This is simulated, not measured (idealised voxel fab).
You're looking at the process module voxel capacitor over wiring.
Section shown: cut. Width: 200 nm. Cell size: 5 nm, square.
The cross-sections in this document take the form of a grid made of square cells. They are written out as bands, in order from top to bottom. Each band consists of one or more rows of cells. It is stipulated that each band's entry specify, in nanometres, the height of the top of the band and then that of its bottom, followed by the materials of the band in left-to-right sequence, each together with its width in nanometres. A single material marked by the word "everywhere" is understood to fill the band from edge to edge; the word "blank" is understood to denote empty space. Measure heights from 0. That's the level where, below it, the as-received wafer is all one material. The lowest band is bottomless and extends downward; write it as in "0 -> down". A width given as "30->40" starts at the first number in the band's top row and ends at the second number in its bottom row, shifting by an equal amount at every step from row to row. Step marked "no alterations made"? Then no cell in the cross-section changed in it. So "Sealed internal voids" is basically the list of trapped voids: any empty space of 8 cells or more that can't reach the top through an opening. They're written width x height at distance, the distance being from the left edge, and it's all nm. Step line, after settings: the simulator's comment on this step. Regarding "overlay nm": on a step with a mask, it is the distance the mask lay to the right of its planned place; a negative value places it to the left.
Below is the list of planned process steps:
1. RECEIVE with material Si
2. CONFORMAL_DEP with material SiO2, thk nm 15
3. CONFORMAL_DEP with material SiCN, thk nm 5
4. DIRECTIONAL_DEP with material lowk, thk nm 20
5. PATTERN with tone open, mask id METAL_1, material resist, width nm 20, pitch nm 70, thk nm 20, overlay nm 0
6. DIRECTIONAL_ETCH with etch materials lowk, depth nm 20
7. DIRECTIONAL_ETCH with etch materials SiCN, depth nm 5
8. STRIP with etch materials resist
9. CONFORMAL_DEP with material TiN, thk nm 5
10. FILL_DEP with material Cu, thk nm 10
11. CMP with height nm 40
12. CONFORMAL_DEP with material SiCN, thk nm 5
13. DIRECTIONAL_DEP with material lowk, thk nm 10
14. PATTERN with tone open, mask id PLUG_1, material resist, width nm 15, thk nm 15, overlay nm 0
15. DIRECTIONAL_ETCH with etch materials lowk, depth nm 10
16. DIRECTIONAL_ETCH with etch materials SiCN, depth nm 5
17. STRIP with etch materials resist
18. EPI with material Ru, thk nm 10
19. EPI with material Ru, thk nm 5
20. DIRECTIONAL_DEP with material TiN, thk nm 5
21. DIRECTIONAL_DEP with material SiN, thk nm 5
22. DIRECTIONAL_DEP with material TiN, thk nm 5
23. DIRECTIONAL_DEP with material aC, thk nm 10
24. PATTERN with tone cover, mask id UPPER_PLATE, material resist, width nm 55, thk nm 30, overlay nm 0
25. DIRECTIONAL_ETCH with etch materials aC, depth nm 10
26. STRIP with etch materials resist
27. DIRECTIONAL_ETCH with etch materials TiN, depth nm 5
28. DIRECTIONAL_ETCH with etch materials SiN, depth nm 5
29. STRIP with etch materials aC
30. MASKED_ETCH with tone cover, mask id LOWER_PLATE, width nm 65, etch materials TiN, depth nm 5, overlay nm 0
31. FILL_DEP with material SiO2, thk nm 15
32. CMP with height nm 80
33. PATTERN with tone open, mask id PLUG_2, material resist, width nm 15, thk nm 20, overlay nm 0
34. DIRECTIONAL_ETCH with etch materials SiO2, depth nm 10
35. STRIP with etch materials resist
36. CONFORMAL_DEP with material TiN, thk nm 5
37. FILL_DEP with material Cu, thk nm 10
38. CMP with height nm 80
39. CONFORMAL_DEP with material SiN, thk nm 5
Wafer as received: cross-section following step 1:
* 0 -> down = Si everywhere
* Sealed internal voids: none
Module complete - cross-section of the first of two wafers, run according to plan:
* 85 -> 80 = SiN everywhere
* 80 -> 75 = SiO2 70 nm / TiN 5 nm / Cu 5 nm / TiN 5 nm / SiO2 115 nm
* 75 -> 65 = SiO2 70->60 nm / TiN 15->55 nm / SiO2 115->85 nm
* 65 -> 60 = SiO2 60 nm / SiN 55 nm / SiO2 85 nm
* 60 -> 55 = SiO2 55 nm / TiN 65 nm / SiO2 80 nm
* 55 -> 45 = lowk 60 nm / Ru 15 nm / lowk 125 nm
* 45 -> 40 = SiCN 60 nm / Ru 15 nm / SiCN 125 nm
* 40 -> 20 = lowk 55 nm / TiN 5 nm / Cu 10 nm / TiN 5 nm / lowk 50 nm / TiN 5 nm / Cu 10 nm / TiN 5 nm / lowk 55 nm
* 20 -> 15 = SiCN 55 nm / TiN 20 nm / SiCN 50 nm / TiN 20 nm / SiCN 55 nm
* 15 -> 0 = SiO2 everywhere
* 0 -> down = Si everywhere
* Sealed internal voids: none
Cross-section, second wafer: same start as the first, same plan as the first, one mistake in running it; taken at the end of the module:
* 85 -> 80 = SiN everywhere
* 80 -> 75 = SiO2 70 nm / TiN 5 nm / Cu 5 nm / TiN 5 nm / SiO2 115 nm
* 75 -> 65 = SiO2 70->60 nm / TiN 15->55 nm / SiO2 115->85 nm
* 65 -> 60 = SiO2 60 nm / SiN 55 nm / SiO2 85 nm
* 60 -> 55 = SiO2 55 nm / TiN 65 nm / SiO2 80 nm
* 55 -> 45 = lowk 60 nm / Ru 15 nm / lowk 125 nm
* 45 -> 40 = SiCN 60 nm / Ru 15 nm / SiCN 125 nm
* 40 -> 35 = TiN 60 nm / Cu 10 nm / TiN 60 nm / Cu 10 nm / TiN 60 nm
* 35 -> 20 = lowk 55 nm / TiN 5 nm / Cu 10 nm / TiN 5 nm / lowk 50 nm / TiN 5 nm / Cu 10 nm / TiN 5 nm / lowk 55 nm
* 20 -> 15 = lowk 55 nm / TiN 20 nm / lowk 50 nm / TiN 20 nm / lowk 55 nm
* 15 -> 0 = SiO2 everywhere
* 0 -> down = Si everywhere
* Sealed internal voids: none
Plan not followed: no execution of plan step 3; skipped
It is noted that, at the conclusion of processing, the second wafer exhibits a higher or lower cell count for certain materials relative to the first: SiCN: 32 fewer, TiN: 32 more
